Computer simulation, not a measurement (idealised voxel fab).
A process module follows: voxel ribs on slabs.
It is cross-section cut that appears here, measuring 235 nm in width, its square cells being 5 nm in size.
Heads up, the way a cross-section reads in here is a grid of square cells, handed over as bands from the top down, with every band being one or more rows of cells.
Look at the band entry: it leads with the top's height and the bottom's height in nm. Then it lists the materials left to right, with a width in nm for each. The word "edge to edge" on a single material says that material fills the band edge to edge. The word "empty" is empty space.
Heights are measured from 0, the level below which the as-received wafer is all one material; the lowest band has no bottom and continues downward, written as in "z 0 and below".
Per-row width for "30->40": begins at first number (top row of band), ends at second number (bottom row), increment between rows held constant.
You'll sometimes find "stayed the same" written for a step, and that's the way of saying that nowhere in the cross-section did a cell change during that step.
In the "Fully sealed voids" entry, you get each enclosed empty space of 8 cells or more, one with no open way to the top, written width x height at distance, distance from the left edge, in nm.
If you see something after the settings on a step's line, that's the simulator's own remark about that step.
"overlay nm", when on a step's line for a step with a mask, measures how far to the right of its planned place the mask lay; a negative measure means to the left.
List of planned process steps
1) RECEIVE with material Si
2) DIRECTIONAL_DEP with material SiO2, thk nm 30
3) DIRECTIONAL_DEP with material polySi, thk nm 15
4) MASKED_ETCH with tone cover, mask id RIB, width nm 30, etch materials polySi, depth nm 10, overlay nm 0
5) PATTERN with tone cover, mask id SLAB, material resist, width nm 90, thk nm 15, overlay nm 0
6) DIRECTIONAL_ETCH with etch materials polySi, depth nm 5
7) STRIP with etch materials resist
8) FILL_DEP with material SiO2, thk nm 15
9) CMP with height nm 55
10) DIRECTIONAL_DEP with material TiN, thk nm 5
11) DIRECTIONAL_DEP with material aC, thk nm 10
12) PATTERN with tone cover, mask id HEATER, material resist, width nm 40, thk nm 25, overlay nm 0
13) DIRECTIONAL_ETCH with etch materials aC, depth nm 10
14) STRIP with etch materials resist
15) DIRECTIONAL_ETCH with etch materials TiN, depth nm 5
16) STRIP with etch materials aC
17) CONFORMAL_DEP with material SiN, thk nm 10
Shown in cross-section is the wafer as received, that is, as it stands after step 1
> z 0 and below = Si edge to edge
> Fully sealed voids: none
Sectioned view, first of two wafers, at the close of the module, processed as intended in the plan
> z 70 to 65 = empty (85); SiN (60); empty (90)
> z 65 to 60 = SiN edge to edge
> z 60 to 55 = SiN (95); TiN (40); SiN (100)
> z 55 to 45 = SiO2 edge to edge
> z 45 to 35 = SiO2 (100); polySi (30); SiO2 (105)
> z 35 to 30 = SiO2 (70); polySi (90); SiO2 (75)
> z 30 to 0 = SiO2 edge to edge
> z 0 and below = Si edge to edge
> Fully sealed voids: none
Cross-section, wafer two of two, end of module: same start and plan as wafer one, one error in execution
> z 70 to 65 = empty (85); SiN (60); empty (90)
> z 65 to 60 = SiN edge to edge
> z 60 to 55 = SiN (95); TiN (40); SiN (100)
> z 55 to 45 = SiO2 (100); polySi (30); SiO2 (105)
> z 45 to 40 = SiO2 (70); polySi (90); SiO2 (75)
> z 40 to 0 = SiO2 edge to edge
> z 0 and below = Si edge to edge
> Fully sealed voids: none
Where did the run depart from the plan? step 2 off recipe, ran as DIRECTIONAL_DEP with material SiO2, thk nm 40
In the final comparison it is observed that the number of cells assigned to each material is identical for the two wafers, whereas their placement is not.
